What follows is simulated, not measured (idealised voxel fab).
The following is a process module called voxel gate over fins.
The cross-section on display is named cut; it measures 285 nm wide, and its cells are 5 nm squares.
Heads up, the way a cross-section reads in here is a grid of square cells, handed over as bands from the top down, with every band being one or more rows of cells.
Band: top and bottom heights (nm) first, top before bottom; then materials from left to right, widths in nm. "edge to edge" marks a sole material filling the band edge to edge. "empty" denotes empty space.
Height datum 0, below which the as-received substrate wafer is one material. Lowest band open at the bottom, running downward: "0 nm and below".
A width such as "30->40" changes by the same amount from each row of cells to the next, from the band's top row to its bottom row.
"stayed the same" after a step means that no cell of the cross-section changed.
Heads up: "Closed internal cavities" only lists the empty pockets with no open path to the top that are 8 cells or more, and it writes them as width x height at distance, distance from the left edge, in nm.
Past the settings on a step's line: simulator remark, on that step.
The "overlay nm" setting may appear on a step's line; for a step that uses a mask, it gives how far to the right of its planned position the mask lay, and a negative value indicates the left.
Note: before/after cross-section pairs follow, one process step per pair, after-side truncated at the lowest changed band, step and settings given beneath. Different runs of this module on the same starting wafer may supply the pairs; a pair continues the one above only where the "Status before step" entry says so.

Status before step:
* 0 nm and below = Si edge to edge
* Closed internal cavities: none

Structure After Step:
* 10 nm to 0 nm = SiN edge to edge
* All layers under 0 are left as they were.
* Closed internal cavities: none
What is the step between the two cross-sections above? CONFORMAL_DEP (material SiN; thk nm 10)

Status before step: this step begins from the cross-section that the pair just above shows after its step.

Structure After Step:
* 10 nm to 0 nm = empty (75)  SiN (15)  empty (25)  SiN (15)  empty (25)  SiN (15)  empty (25)  SiN (15)  empty (75)
* All layers under 0 are left as they were.
* Closed internal cavities: none
What is the step between the two cross-sections above? MASKED_ETCH (tone cover; mask id FINS; width nm 15; pitch nm 40; etch materials SiN; depth nm 10; overlay nm 0)

Status before step: this step begins from the cross-section that the pair just above shows after its step.

Structure After Step:
* 10 nm to 0 nm = empty (75)  SiN (15)  empty (25)  SiN (15)  empty (25)  SiN (15)  empty (25)  SiN (15)  empty (75)
* 0 nm to -40 nm = empty (75)  Si (15)  empty (25)  Si (15)  empty (25)  Si (15)  empty (25)  Si (15)  empty (75)
* All layers under -40 are left as they were.
* Closed internal cavities: none
What is the step between the two cross-sections above? MASKED_ETCH (tone cover; mask id FINS; width nm 15; pitch nm 40; etch materials Si; depth nm 40; overlay nm 0)

Status before step: this step begins from the cross-section that the pair just above shows after its step.

Structure After Step:
* 10 nm to 0 nm = empty (75)  SiN (15)  empty (25)  SiN (15)  empty (25)  SiN (15)  empty (25)  SiN (15)  empty (75)
* 0 nm to -40 nm = empty (75)  SiO2 (5)  Si (5)  SiO2 (5)  empty (25)  SiO2 (5)  Si (5)  SiO2 (5)  empty (25)  SiO2 (5)  Si (5)  SiO2 (5)  empty (25)  SiO2 (5)  Si (5)  SiO2 (5)  empty (75)
* -40 nm to -45 nm = SiO2 (80)  Si (5)  SiO2 (35)  Si (5)  SiO2 (35)  Si (5)  SiO2 (35)  Si (5)  SiO2 (80)
* All layers under -45 are left as they were.
* Closed internal cavities: none
What is the step between the two cross-sections above? OXIDIZE (depth nm 5)

Status before step: this step begins from the cross-section that the pair just above shows after its step.

Structure After Step:
* 20 nm to 10 nm = SiO2 edge to edge
* 10 nm to 0 nm = SiO2 (75)  SiN (15)  SiO2 (25)  SiN (15)  SiO2 (25)  SiN (15)  SiO2 (25)  SiN (15)  SiO2 (75)
* 0 nm to -45 nm = SiO2 (80)  Si (5)  SiO2 (35)  Si (5)  SiO2 (35)  Si (5)  SiO2 (35)  Si (5)  SiO2 (80)
* All layers under -45 are left as they were.
* Closed internal cavities: none
What is the step between the two cross-sections above? FILL_DEP (material SiO2; thk nm 10)

Status before step: this step begins from the cross-section that the pair just above shows after its step.

Structure After Step:
* 10 nm to 0 nm = SiO2 (75)  SiN (15)  SiO2 (25)  SiN (15)  SiO2 (25)  SiN (15)  SiO2 (25)  SiN (15)  SiO2 (75)
* All layers under 0 are left as they were.
* Closed internal cavities: none
What is the step between the two cross-sections above? CMP (height nm 10)

Status before step: this step begins from the cross-section that the pair just above shows after its step.

Structure After Step:
* 10 nm to 0 nm = empty (75)  SiN (15)  empty (25)  SiN (15)  empty (25)  SiN (15)  empty (25)  SiN (15)  empty (75)
* 0 nm to -15 nm = empty (80)  Si (5)  empty (35)  Si (5)  empty (35)  Si (5)  empty (35)  Si (5)  empty (80)
* All layers under -15 are left as they were.
* Closed internal cavities: none
What is the step between the two cross-sections above? SELECTIVE_ETCH (etch materials SiO2; depth nm 25)

Status before step: this step begins from the cross-section that the pair just above shows after its step.

Structure After Step:
* 0 nm to -15 nm = empty (80)  Si (5)  empty (35)  Si (5)  empty (35)  Si (5)  empty (35)  Si (5)  empty (80)
* All layers under -15 are left as they were.
* Closed internal cavities: none
What is the step between the two cross-sections above? STRIP (etch materials SiN)

Status before step: this step begins from the cross-section that the pair just above shows after its step.

Structure After Step:
* 5 nm to 0 nm = empty (75)  HfO2 (15)  empty (25)  HfO2 (15)  empty (25)  HfO2 (15)  empty (25)  HfO2 (15)  empty (75)
* 0 nm to -10 nm = empty (75)  HfO2 (5)  Si (5)  HfO2 (5)  empty (25)  HfO2 (5)  Si (5)  HfO2 (5)  empty (25)  HfO2 (5)  Si (5)  HfO2 (5)  empty (25)  HfO2 (5)  Si (5)  HfO2 (5)  empty (75)
* -10 nm to -15 nm = HfO2 (80)  Si (5)  HfO2 (35)  Si (5)  HfO2 (35)  Si (5)  HfO2 (35)  Si (5)  HfO2 (80)
* All layers under -15 are left as they were.
* Closed internal cavities: none
What is the step between the two cross-sections above? CONFORMAL_DEP (material HfO2; thk nm 5)

Status before step: this step begins from the cross-section that the pair just above shows after its step.

Structure After Step:
* 10 nm to 5 nm = empty (70)  TiN (25)  empty (15)  TiN (25)  empty (15)  TiN (25)  empty (15)  TiN (25)  empty (70)
* 5 nm to 0 nm = empty (70)  TiN (5)  HfO2 (15)  TiN (5)  empty (15)  TiN (5)  HfO2 (15)  TiN (5)  empty (15)  TiN (5)  HfO2 (15)  TiN (5)  empty (15)  TiN (5)  HfO2 (15)  TiN (5)  empty (70)
* 0 nm to -5 nm = empty (70)  TiN (5)  HfO2 (5)  Si (5)  HfO2 (5)  TiN (5)  empty (15)  TiN (5)  HfO2 (5)  Si (5)  HfO2 (5)  TiN (5)  empty (15)  TiN (5)  HfO2 (5)  Si (5)  HfO2 (5)  TiN (5)  empty (15)  TiN (5)  HfO2 (5)  Si (5)  HfO2 (5)  TiN (5)  empty (70)
* -5 nm to -10 nm = TiN (75)  HfO2 (5)  Si (5)  HfO2 (5)  TiN (25)  HfO2 (5)  Si (5)  HfO2 (5)  TiN (25)  HfO2 (5)  Si (5)  HfO2 (5)  TiN (25)  HfO2 (5)  Si (5)  HfO2 (5)  TiN (75)
* All layers under -10 are left as they were.
* Closed internal cavities: none
What is the step between the two cross-sections above? CONFORMAL_DEP (material TiN; thk nm 5)

Status before step: this step begins from the cross-section that the pair just above shows after its step.

Structure After Step:
* 25 nm to 10 nm = W edge to edge
* 10 nm to 5 nm = W (70)  TiN (25)  W (15)  TiN (25)  W (15)  TiN (25)  W (15)  TiN (25)  W (70)
* 5 nm to 0 nm = W (70)  TiN (5)  HfO2 (15)  TiN (5)  W (15)  TiN (5)  HfO2 (15)  TiN (5)  W (15)  TiN (5)  HfO2 (15)  TiN (5)  W (15)  TiN (5)  HfO2 (15)  TiN (5)  W (70)
* 0 nm to -5 nm = W (70)  TiN (5)  HfO2 (5)  Si (5)  HfO2 (5)  TiN (5)  W (15)  TiN (5)  HfO2 (5)  Si (5)  HfO2 (5)  TiN (5)  W (15)  TiN (5)  HfO2 (5)  Si (5)  HfO2 (5)  TiN (5)  W (15)  TiN (5)  HfO2 (5)  Si (5)  HfO2 (5)  TiN (5)  W (70)
* All layers under -5 are left as they were.
* Closed internal cavities: none
What is the step between the two cross-sections above? FILL_DEP (material W; thk nm 15)

Status before step: this step begins from the cross-section that the pair just above shows after its step.

Structure After Step:
* 20 nm to 10 nm = W edge to edge
* All layers under 10 are left as they were.
* Closed internal cavities: none
What is the step between the two cross-sections above? CMP (height nm 20)

Status before step: this step begins from the cross-section that the pair just above shows after its step.

Structure After Step:
* 25 nm to 20 nm = SiN edge to edge
* All layers under 20 are left as they were.
* Closed internal cavities: none
What is the step between the two cross-sections above? CONFORMAL_DEP (material SiN; thk nm 5)

Status before step:
* 0 nm and below = Si edge to edge
* Closed internal cavities: none

Structure After Step:
* 0 nm to -40 nm = empty (75)  Si (15)  empty (25)  Si (15)  empty (25)  Si (15)  empty (25)  Si (15)  empty (75)
* All layers under -40 are left as they were.
* Closed internal cavities: none
What is the step between the two cross-sections above? MASKED_ETCH (tone cover; mask id FINS; width nm 15; pitch nm 40; etch materials Si; depth nm 40; overlay nm 0)

Status before step: this step begins from the cross-section that the pair just above shows after its step.

Structure After Step:
* 0 nm to -5 nm = empty (75)  SiO2 (15)  empty (25)  SiO2 (15)  empty (25)  SiO2 (15)  empty (25)  SiO2 (15)  empty (75)
* -5 nm to -40 nm = empty (75)  SiO2 (5)  Si (5)  SiO2 (5)  empty (25)  SiO2 (5)  Si (5)  SiO2 (5)  empty (25)  SiO2 (5)  Si (5)  SiO2 (5)  empty (25)  SiO2 (5)  Si (5)  SiO2 (5)  empty (75)
* -40 nm to -45 nm = SiO2 (80)  Si (5)  SiO2 (35)  Si (5)  SiO2 (35)  Si (5)  SiO2 (35)  Si (5)  SiO2 (80)
* All layers under -45 are left as they were.
* Closed internal cavities: none
What is the step between the two cross-sections above? OXIDIZE (depth nm 5)

Status before step: this step begins from the cross-section that the pair just above shows after its step.

Structure After Step:
* 10 nm to -5 nm = SiO2 edge to edge
* -5 nm to -45 nm = SiO2 (80)  Si (5)  SiO2 (35)  Si (5)  SiO2 (35)  Si (5)  SiO2 (35)  Si (5)  SiO2 (80)
* All layers under -45 are left as they were.
* Closed internal cavities: none
What is the step between the two cross-sections above? FILL_DEP (material SiO2; thk nm 10)

Status before step: this step begins from the cross-section that the pair just above shows after its step.

Structure After Step:
* -5 nm to -15 nm = empty (80)  Si (5)  empty (35)  Si (5)  empty (35)  Si (5)  empty (35)  Si (5)  empty (80)
* All layers under -15 are left as they were.
* Closed internal cavities: none
What is the step between the two cross-sections above? SELECTIVE_ETCH (etch materials SiO2; depth nm 25)

Status before step: this step begins from the cross-section that the pair just above shows after its step.

Structure After Step:
* 0 nm to -5 nm = empty (75)  HfO2 (15)  empty (25)  HfO2 (15)  empty (25)  HfO2 (15)  empty (25)  HfO2 (15)  empty (75)
* -5 nm to -10 nm = empty (75)  HfO2 (5)  Si (5)  HfO2 (5)  empty (25)  HfO2 (5)  Si (5)  HfO2 (5)  empty (25)  HfO2 (5)  Si (5)  HfO2 (5)  empty (25)  HfO2 (5)  Si (5)  HfO2 (5)  empty (75)
* -10 nm to -15 nm = HfO2 (80)  Si (5)  HfO2 (35)  Si (5)  HfO2 (35)  Si (5)  HfO2 (35)  Si (5)  HfO2 (80)
* All layers under -15 are left as they were.
* Closed internal cavities: none
What is the step between the two cross-sections above? CONFORMAL_DEP (material HfO2; thk nm 5)

Status before step: this step begins from the cross-section that the pair just above shows after its step.

Structure After Step:
* 5 nm to 0 nm = empty (70)  TiN (25)  empty (15)  TiN (25)  empty (15)  TiN (25)  empty (15)  TiN (25)  empty (70)
* 0 nm to -5 nm = empty (70)  TiN (5)  HfO2 (15)  TiN (5)  empty (15)  TiN (5)  HfO2 (15)  TiN (5)  empty (15)  TiN (5)  HfO2 (15)  TiN (5)  empty (15)  TiN (5)  HfO2 (15)  TiN (5)  empty (70)
* -5 nm to -10 nm = TiN (75)  HfO2 (5)  Si (5)  HfO2 (5)  TiN (25)  HfO2 (5)  Si (5)  HfO2 (5)  TiN (25)  HfO2 (5)  Si (5)  HfO2 (5)  TiN (25)  HfO2 (5)  Si (5)  HfO2 (5)  TiN (75)
* All layers under -10 are left as they were.
* Closed internal cavities: none
What is the step between the two cross-sections above? CONFORMAL_DEP (material TiN; thk nm 5)

Status before step: this step begins from the cross-section that the pair just above shows after its step.

Structure After Step:
* 20 nm to 5 nm = W edge to edge
* 5 nm to 0 nm = W (70)  TiN (25)  W (15)  TiN (25)  W (15)  TiN (25)  W (15)  TiN (25)  W (70)
* 0 nm to -5 nm = W (70)  TiN (5)  HfO2 (15)  TiN (5)  W (15)  TiN (5)  HfO2 (15)  TiN (5)  W (15)  TiN (5)  HfO2 (15)  TiN (5)  W (15)  TiN (5)  HfO2 (15)  TiN (5)  W (70)
* All layers under -5 are left as they were.
* Closed internal cavities: none
What is the step between the two cross-sections above? FILL_DEP (material W; thk nm 15)

Status before step: this step begins from the cross-section that the pair just above shows after its step.

Structure After Step:
* 25 nm to 20 nm = SiN edge to edge
* All layers under 20 are left as they were.
* Closed internal cavities: none
What is the step between the two cross-sections above? CONFORMAL_DEP (material SiN; thk nm 5)

Status before step:
* 10 nm to 0 nm = empty (75)  SiN (15)  empty (25)  SiN (15)  empty (25)  SiN (15)  empty (25)  SiN (15)  empty (75)
* 0 nm to -15 nm = empty (80)  Si (5)  empty (35)  Si (5)  empty (35)  Si (5)  empty (35)  Si (5)  empty (80)
* -15 nm to -45 nm = SiO2 (80)  Si (5)  SiO2 (35)  Si (5)  SiO2 (35)  Si (5)  SiO2 (35)  Si (5)  SiO2 (80)
* -45 nm and below = Si edge to edge
* Closed internal cavities: none

Structure After Step:
* 10 nm to 0 nm = empty (75)  SiN (15)  empty (25)  SiN (15)  empty (25)  SiN (15)  empty (25)  SiN (15)  empty (75)
* 0 nm to -40 nm = empty (80)  Si (5)  empty (35)  Si (5)  empty (35)  Si (5)  empty (35)  Si (5)  empty (80)
* All layers under -40 are left as they were.
* Closed internal cavities: none
What is the step between the two cross-sections above? SELECTIVE_ETCH (etch materials SiO2; depth nm 25)

Status before step: this step begins from the cross-section that the pair just above shows after its step.

Structure After Step:
* 0 nm to -40 nm = empty (80)  Si (5)  empty (35)  Si (5)  empty (35)  Si (5)  empty (35)  Si (5)  empty (80)
* All layers under -40 are left as they were.
* Closed internal cavities: none
What is the step between the two cross-sections above? STRIP (etch materials SiN)

Status before step: this step begins from the cross-section that the pair just above shows after its step.

Structure After Step:
* 5 nm to 0 nm = empty (75)  HfO2 (15)  empty (25)  HfO2 (15)  empty (25)  HfO2 (15)  empty (25)  HfO2 (15)  empty (75)
* 0 nm to -35 nm = empty (75)  HfO2 (5)  Si (5)  HfO2 (5)  empty (25)  HfO2 (5)  Si (5)  HfO2 (5)  empty (25)  HfO2 (5)  Si (5)  HfO2 (5)  empty (25)  HfO2 (5)  Si (5)  HfO2 (5)  empty (75)
* -35 nm to -40 nm = HfO2 (80)  Si (5)  HfO2 (35)  Si (5)  HfO2 (35)  Si (5)  HfO2 (35)  Si (5)  HfO2 (80)
* All layers under -40 are left as they were.
* Closed internal cavities: none
What is the step between the two cross-sections above? CONFORMAL_DEP (material HfO2; thk nm 5)

Status before step: this step begins from the cross-section that the pair just above shows after its step.

Structure After Step:
* 10 nm to 5 nm = empty (70)  TiN (25)  empty (15)  TiN (25)  empty (15)  TiN (25)  empty (15)  TiN (25)  empty (70)
* 5 nm to 0 nm = empty (70)  TiN (5)  HfO2 (15)  TiN (5)  empty (15)  TiN (5)  HfO2 (15)  TiN (5)  empty (15)  TiN (5)  HfO2 (15)  TiN (5)  empty (15)  TiN (5)  HfO2 (15)  TiN (5)  empty (70)
* 0 nm to -30 nm = empty (70)  TiN (5)  HfO2 (5)  Si (5)  HfO2 (5)  TiN (5)  empty (15)  TiN (5)  HfO2 (5)  Si (5)  HfO2 (5)  TiN (5)  empty (15)  TiN (5)  HfO2 (5)  Si (5)  HfO2 (5)  TiN (5)  empty (15)  TiN (5)  HfO2 (5)  Si (5)  HfO2 (5)  TiN (5)  empty (70)
* -30 nm to -35 nm = TiN (75)  HfO2 (5)  Si (5)  HfO2 (5)  TiN (25)  HfO2 (5)  Si (5)  HfO2 (5)  TiN (25)  HfO2 (5)  Si (5)  HfO2 (5)  TiN (25)  HfO2 (5)  Si (5)  HfO2 (5)  TiN (75)
* All layers under -35 are left as they were.
* Closed internal cavities: none
What is the step between the two cross-sections above? CONFORMAL_DEP (material TiN; thk nm 5)

Status before step: this step begins from the cross-section that the pair just above shows after its step.

Structure After Step:
* 25 nm to 10 nm = W edge to edge
* 10 nm to 5 nm = W (70)  TiN (25)  W (15)  TiN (25)  W (15)  TiN (25)  W (15)  TiN (25)  W (70)
* 5 nm to 0 nm = W (70)  TiN (5)  HfO2 (15)  TiN (5)  W (15)  TiN (5)  HfO2 (15)  TiN (5)  W (15)  TiN (5)  HfO2 (15)  TiN (5)  W (15)  TiN (5)  HfO2 (15)  TiN (5)  W (70)
* 0 nm to -30 nm = W (70)  TiN (5)  HfO2 (5)  Si (5)  HfO2 (5)  TiN (5)  W (15)  TiN (5)  HfO2 (5)  Si (5)  HfO2 (5)  TiN (5)  W (15)  TiN (5)  HfO2 (5)  Si (5)  HfO2 (5)  TiN (5)  W (15)  TiN (5)  HfO2 (5)  Si (5)  HfO2 (5)  TiN (5)  W (70)
* All layers under -30 are left as they were.
* Closed internal cavities: none
What is the step between the two cross-sections above? FILL_DEP (material W; thk nm 15)

Status before step: this step begins from the cross-section that the pair just above shows after its step.

Structure After Step:
* 20 nm to 10 nm = W edge to edge
* All layers under 10 are left as they were.
* Closed internal cavities: none
What is the step between the two cross-sections above? CMP (height nm 20)

Status before step: this step begins from the cross-section that the pair just above shows after its step.

Structure After Step:
* 25 nm to 20 nm = SiN edge to edge
* All layers under 20 are left as they were.
* Closed internal cavities: none
What is the step between the two cross-sections above? CONFORMAL_DEP (material SiN; thk nm 5)

Status before step:
* 0 nm to -15 nm = empty (80)  Si (5)  empty (35)  Si (5)  empty (35)  Si (5)  empty (35)  Si (5)  empty (80)
* -15 nm to -45 nm = SiO2 (80)  Si (5)  SiO2 (35)  Si (5)  SiO2 (35)  Si (5)  SiO2 (35)  Si (5)  SiO2 (80)
* -45 nm and below = Si edge to edge
* Closed internal cavities: none

Structure After Step:
* 5 nm to 0 nm = empty (75)  TiN (15)  empty (25)  TiN (15)  empty (25)  TiN (15)  empty (25)  TiN (15)  empty (75)
* 0 nm to -10 nm = empty (75)  TiN (5)  Si (5)  TiN (5)  empty (25)  TiN (5)  Si (5)  TiN (5)  empty (25)  TiN (5)  Si (5)  TiN (5)  empty (25)  TiN (5)  Si (5)  TiN (5)  empty (75)
* -10 nm to -15 nm = TiN (80)  Si (5)  TiN (35)  Si (5)  TiN (35)  Si (5)  TiN (35)  Si (5)  TiN (80)
* All layers under -15 are left as they were.
* Closed internal cavities: none
What is the step between the two cross-sections above? CONFORMAL_DEP (material TiN; thk nm 5)

Status before step: this step begins from the cross-section that the pair just above shows after its step.

Structure After Step:
* 10 nm to 5 nm = empty (70)  HfO2 (25)  empty (15)  HfO2 (25)  empty (15)  HfO2 (25)  empty (15)  HfO2 (25)  empty (70)
* 5 nm to 0 nm = empty (70)  HfO2 (5)  TiN (15)  HfO2 (5)  empty (15)  HfO2 (5)  TiN (15)  HfO2 (5)  empty (15)  HfO2 (5)  TiN (15)  HfO2 (5)  empty (15)  HfO2 (5)  TiN (15)  HfO2 (5)  empty (70)
* 0 nm to -5 nm = empty (70)  HfO2 (5)  TiN (5)  Si (5)  TiN (5)  HfO2 (5)  empty (15)  HfO2 (5)  TiN (5)  Si (5)  TiN (5)  HfO2 (5)  empty (15)  HfO2 (5)  TiN (5)  Si (5)  TiN (5)  HfO2 (5)  empty (15)  HfO2 (5)  TiN (5)  Si (5)  TiN (5)  HfO2 (5)  empty (70)
* -5 nm to -10 nm = HfO2 (75)  TiN (5)  Si (5)  TiN (5)  HfO2 (25)  TiN (5)  Si (5)  TiN (5)  HfO2 (25)  TiN (5)  Si (5)  TiN (5)  HfO2 (25)  TiN (5)  Si (5)  TiN (5)  HfO2 (75)
* All layers under -10 are left as they were.
* Closed internal cavities: none
What is the step between the two cross-sections above? CONFORMAL_DEP (material HfO2; thk nm 5)

Status before step: this step begins from the cross-section that the pair just above shows after its step.

Structure After Step:
* 25 nm to 10 nm = W edge to edge
* 10 nm to 5 nm = W (70)  HfO2 (25)  W (15)  HfO2 (25)  W (15)  HfO2 (25)  W (15)  HfO2 (25)  W (70)
* 5 nm to 0 nm = W (70)  HfO2 (5)  TiN (15)  HfO2 (5)  W (15)  HfO2 (5)  TiN (15)  HfO2 (5)  W (15)  HfO2 (5)  TiN (15)  HfO2 (5)  W (15)  HfO2 (5)  TiN (15)  HfO2 (5)  W (70)
* 0 nm to -5 nm = W (70)  HfO2 (5)  TiN (5)  Si (5)  TiN (5)  HfO2 (5)  W (15)  HfO2 (5)  TiN (5)  Si (5)  TiN (5)  HfO2 (5)  W (15)  HfO2 (5)  TiN (5)  Si (5)  TiN (5)  HfO2 (5)  W (15)  HfO2 (5)  TiN (5)  Si (5)  TiN (5)  HfO2 (5)  W (70)
* All layers under -5 are left as they were.
* Closed internal cavities: none
What is the step between the two cross-sections above? FILL_DEP (material W; thk nm 15)

Status before step: this step begins from the cross-section that the pair just above shows after its step.

Structure After Step:
* 20 nm to 10 nm = W edge to edge
* All layers under 10 are left as they were.
* Closed internal cavities: none
What is the step between the two cross-sections above? CMP (height nm 20)

Status before step: this step begins from the cross-section that the pair just above shows after its step.

Structure After Step:
* 25 nm to 20 nm = SiN edge to edge
* All layers under 20 are left as they were.
* Closed internal cavities: none
What is the step between the two cross-sections above? CONFORMAL_DEP (material SiN; thk nm 5)

Status before step:
* 20 nm to 10 nm = W edge to edge
* 10 nm to 5 nm = W (70)  TiN (25)  W (15)  TiN (25)  W (15)  TiN (25)  W (15)  TiN (25)  W (70)
* 5 nm to 0 nm = W (70)  TiN (5)  HfO2 (15)  TiN (5)  W (15)  TiN (5)  HfO2 (15)  TiN (5)  W (15)  TiN (5)  HfO2 (15)  TiN (5)  W (15)  TiN (5)  HfO2 (15)  TiN (5)  W (70)
* 0 nm to -5 nm = W (70)  TiN (5)  HfO2 (5)  Si (5)  HfO2 (5)  TiN (5)  W (15)  TiN (5)  HfO2 (5)  Si (5)  HfO2 (5)  TiN (5)  W (15)  TiN (5)  HfO2 (5)  Si (5)  HfO2 (5)  TiN (5)  W (15)  TiN (5)  HfO2 (5)  Si (5)  HfO2 (5)  TiN (5)  W (70)
* -5 nm to -10 nm = TiN (75)  HfO2 (5)  Si (5)  HfO2 (5)  TiN (25)  HfO2 (5)  Si (5)  HfO2 (5)  TiN (25)  HfO2 (5)  Si (5)  HfO2 (5)  TiN (25)  HfO2 (5)  Si (5)  HfO2 (5)  TiN (75)
* -10 nm to -15 nm = HfO2 (80)  Si (5)  HfO2 (35)  Si (5)  HfO2 (35)  Si (5)  HfO2 (35)  Si (5)  HfO2 (80)
* -15 nm to -45 nm = SiO2 (80)  Si (5)  SiO2 (35)  Si (5)  SiO2 (35)  Si (5)  SiO2 (35)  Si (5)  SiO2 (80)
* -45 nm and below = Si edge to edge
* Closed internal cavities: none

Structure After Step:
* 35 nm to 20 nm = SiN edge to edge
* All layers under 20 are left as they were.
* Closed internal cavities: none
What is the step between the two cross-sections above? CONFORMAL_DEP (material SiN; thk nm 15)

Status before step:
* 10 nm to 0 nm = SiN edge to edge
* 0 nm and below = Si edge to edge
* Closed internal cavities: none

Structure After Step:
* 10 nm to 0 nm = empty (75)  SiN (20)  empty (20)  SiN (20)  empty (20)  SiN (20)  empty (20)  SiN (20)  empty (70)
* All layers under 0 are left as they were.
* Closed internal cavities: none
What is the step between the two cross-sections above? MASKED_ETCH (tone cover; mask id FINS; width nm 20; pitch nm 40; etch materials SiN; depth nm 10; overlay nm 0)

Status before step: this step begins from the cross-section that the pair just above shows after its step.

Structure After Step:
* 10 nm to 0 nm = empty (75)  SiN (20)  empty (20)  SiN (20)  empty (20)  SiN (20)  empty (20)  SiN (20)  empty (70)
* 0 nm to -40 nm = empty (75)  Si (20)  empty (20)  Si (20)  empty (20)  Si (20)  empty (20)  Si (20)  empty (70)
* All layers under -40 are left as they were.
* Closed internal cavities: none
What is the step between the two cross-sections above? MASKED_ETCH (tone cover; mask id FINS; width nm 15; pitch nm 40; etch materials Si; depth nm 40; overlay nm 0)

Status before step: this step begins from the cross-section that the pair just above shows after its step.

Structure After Step:
* 10 nm to 0 nm = empty (75)  SiN (20)  empty (20)  SiN (20)  empty (20)  SiN (20)  empty (20)  SiN (20)  empty (70)
* 0 nm to -40 nm = empty (75)  SiO2 (5)  Si (10)  SiO2 (5)  empty (20)  SiO2 (5)  Si (10)  SiO2 (5)  empty (20)  SiO2 (5)  Si (10)  SiO2 (5)  empty (20)  SiO2 (5)  Si (10)  SiO2 (5)  empty (70)
* -40 nm to -45 nm = SiO2 (80)  Si (10)  SiO2 (30)  Si (10)  SiO2 (30)  Si (10)  SiO2 (30)  Si (10)  SiO2 (75)
* All layers under -45 are left as they were.
* Closed internal cavities: none
What is the step between the two cross-sections above? OXIDIZE (depth nm 5)

Status before step: this step begins from the cross-section that the pair just above shows after its step.

Structure After Step:
* 20 nm to 10 nm = SiO2 edge to edge
* 10 nm to 0 nm = SiO2 (75)  SiN (20)  SiO2 (20)  SiN (20)  SiO2 (20)  SiN (20)  SiO2 (20)  SiN (20)  SiO2 (70)
* 0 nm to -45 nm = SiO2 (80)  Si (10)  SiO2 (30)  Si (10)  SiO2 (30)  Si (10)  SiO2 (30)  Si (10)  SiO2 (75)
* All layers under -45 are left as they were.
* Closed internal cavities: none
What is the step between the two cross-sections above? FILL_DEP (material SiO2; thk nm 10)

Status before step: this step begins from the cross-section that the pair just above shows after its step.

Structure After Step:
* 10 nm to 0 nm = SiO2 (75)  SiN (20)  SiO2 (20)  SiN (20)  SiO2 (20)  SiN (20)  SiO2 (20)  SiN (20)  SiO2 (70)
* All layers under 0 are left as they were.
* Closed internal cavities: none
What is the step between the two cross-sections above? CMP (height nm 10)

Status before step: this step begins from the cross-section that the pair just above shows after its step.

Structure After Step:
* 10 nm to 0 nm = empty (75)  SiN (20)  empty (20)  SiN (20)  empty (20)  SiN (20)  empty (20)  SiN (20)  empty (70)
* 0 nm to -15 nm = empty (80)  Si (10)  empty (30)  Si (10)  empty (30)  Si (10)  empty (30)  Si (10)  empty (75)
* All layers under -15 are left as they were.
* Closed internal cavities: none
What is the step between the two cross-sections above? SELECTIVE_ETCH (etch materials SiO2; depth nm 25)

Status before step: this step begins from the cross-section that the pair just above shows after its step.

Structure After Step:
* 0 nm to -15 nm = empty (80)  Si (10)  empty (30)  Si (10)  empty (30)  Si (10)  empty (30)  Si (10)  empty (75)
* All layers under -15 are left as they were.
* Closed internal cavities: none
What is the step between the two cross-sections above? STRIP (etch materials SiN)

Status before step: this step begins from the cross-section that the pair just above shows after its step.

Structure After Step:
* 5 nm to 0 nm = empty (75)  HfO2 (20)  empty (20)  HfO2 (20)  empty (20)  HfO2 (20)  empty (20)  HfO2 (20)  empty (70)
* 0 nm to -10 nm = empty (75)  HfO2 (5)  Si (10)  HfO2 (5)  empty (20)  HfO2 (5)  Si (10)  HfO2 (5)  empty (20)  HfO2 (5)  Si (10)  HfO2 (5)  empty (20)  HfO2 (5)  Si (10)  HfO2 (5)  empty (70)
* -10 nm to -15 nm = HfO2 (80)  Si (10)  HfO2 (30)  Si (10)  HfO2 (30)  Si (10)  HfO2 (30)  Si (10)  HfO2 (75)
* All layers under -15 are left as they were.
* Closed internal cavities: none
What is the step between the two cross-sections above? CONFORMAL_DEP (material HfO2; thk nm 5)

Status before step: this step begins from the cross-section that the pair just above shows after its step.

Structure After Step:
* 10 nm to 5 nm = empty (70)  TiN (30)  empty (10)  TiN (30)  empty (10)  TiN (30)  empty (10)  TiN (30)  empty (65)
* 5 nm to 0 nm = empty (70)  TiN (5)  HfO2 (20)  TiN (5)  empty (10)  TiN (5)  HfO2 (20)  TiN (5)  empty (10)  TiN (5)  HfO2 (20)  TiN (5)  empty (10)  TiN (5)  HfO2 (20)  TiN (5)  empty (65)
* 0 nm to -5 nm = empty (70)  TiN (5)  HfO2 (5)  Si (10)  HfO2 (5)  TiN (5)  empty (10)  TiN (5)  HfO2 (5)  Si (10)  HfO2 (5)  TiN (5)  empty (10)  TiN (5)  HfO2 (5)  Si (10)  HfO2 (5)  TiN (5)  empty (10)  TiN (5)  HfO2 (5)  Si (10)  HfO2 (5)  TiN (5)  empty (65)
* -5 nm to -10 nm = TiN (75)  HfO2 (5)  Si (10)  HfO2 (5)  TiN (20)  HfO2 (5)  Si (10)  HfO2 (5)  TiN (20)  HfO2 (5)  Si (10)  HfO2 (5)  TiN (20)  HfO2 (5)  Si (10)  HfO2 (5)  TiN (70)
* All layers under -10 are left as they were.
* Closed internal cavities: none
What is the step between the two cross-sections above? CONFORMAL_DEP (material TiN; thk nm 5)

Status before step: this step begins from the cross-section that the pair just above shows after its step.

Structure After Step:
* 25 nm to 10 nm = W edge to edge
* 10 nm to 5 nm = W (70)  TiN (30)  W (10)  TiN (30)  W (10)  TiN (30)  W (10)  TiN (30)  W (65)
* 5 nm to 0 nm = W (70)  TiN (5)  HfO2 (20)  TiN (5)  W (10)  TiN (5)  HfO2 (20)  TiN (5)  W (10)  TiN (5)  HfO2 (20)  TiN (5)  W (10)  TiN (5)  HfO2 (20)  TiN (5)  W (65)
* 0 nm to -5 nm = W (70)  TiN (5)  HfO2 (5)  Si (10)  HfO2 (5)  TiN (5)  W (10)  TiN (5)  HfO2 (5)  Si (10)  HfO2 (5)  TiN (5)  W (10)  TiN (5)  HfO2 (5)  Si (10)  HfO2 (5)  TiN (5)  W (10)  TiN (5)  HfO2 (5)  Si (10)  HfO2 (5)  TiN (5)  W (65)
* All layers under -5 are left as they were.
* Closed internal cavities: none
What is the step between the two cross-sections above? FILL_DEP (material W; thk nm 15)

Status before step: this step begins from the cross-section that the pair just above shows after its step.

Structure After Step:
* 20 nm to 10 nm = W edge to edge
* All layers under 10 are left as they were.
* Closed internal cavities: none
What is the step between the two cross-sections above? CMP (height nm 20)

Status before step: this step begins from the cross-section that the pair just above shows after its step.

Structure After Step:
* 25 nm to 20 nm = SiN edge to edge
* All layers under 20 are left as they were.
* Closed internal cavities: none
What is the step between the two cross-sections above? CONFORMAL_DEP (material SiN; thk nm 5)
